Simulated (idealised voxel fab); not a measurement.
process module | voxel quadruple lines
cross-section cut | 185 nm wide | cells 5 nm
A cross-section is a grid of square cells, given in bands from the top down. A band is one or more rows of cells.
Each band's line starts with the height of the band's top and of its bottom, in nm. Then come its materials from left to right, each with its width in nm. One material with "throughout" fills the band from edge to edge. "air" is empty space.
Height 0 is the level under which the wafer as received is all one material. The lowest band goes on downwards, as in "0 down".
A width such as "30 to 40" changes by the same amount from each row of cells to the next, from the band's top row to its bottom row.
"no change" after a step means that no cell of the cross-section changed.
closed voids: empty space of 8 cells or more with no open way to the top, each as width x height at its distance from the left edge, in nm
after a step's settings: what the simulator itself notes on the step
overlay nm, on a step with a mask: how far to the right of its planned place the mask lay; to the left if negative
plan
1 op RECEIVE | material Si
2 op CONFORMAL_DEP | material SiO2 | thk nm 10
3 op DIRECTIONAL_DEP | material W | thk nm 10
4 op DIRECTIONAL_DEP | material polySi | thk nm 20
5 op DIRECTIONAL_DEP | material aC | thk nm 20
6 op PATTERN | tone cover | mask id MANDREL | material resist | width nm 35 | thk nm 30 | overlay nm 0
7 op DIRECTIONAL_ETCH | etch materials aC | depth nm 20
8 op STRIP | etch materials resist
9 op CONFORMAL_DEP | material SiO2 | thk nm 15
10 op DIRECTIONAL_ETCH | etch materials SiO2 | depth nm 15
11 op STRIP | etch materials aC
12 op DIRECTIONAL_ETCH | etch materials polySi | depth nm 20
13 op STRIP | etch materials SiO2
14 op CONFORMAL_DEP | material SiCN | thk nm 10
15 op DIRECTIONAL_ETCH | etch materials SiCN | depth nm 10
16 op STRIP | etch materials polySi
17 op DIRECTIONAL_ETCH | etch materials W | depth nm 10
18 op STRIP | etch materials SiCN
19 op FILL_DEP | material SiO2 | thk nm 10
20 op CMP | height nm 20
as received, after step 1
  0 down: Si throughout
  closed voids: none
a wafer at the end: this start, this plan, one mistake
  20 to 10: polySi throughout
  10 to 0: SiO2 throughout
  0 down: Si throughout
  closed voids: none
what went wrong: steps 3 and 4 were swapped
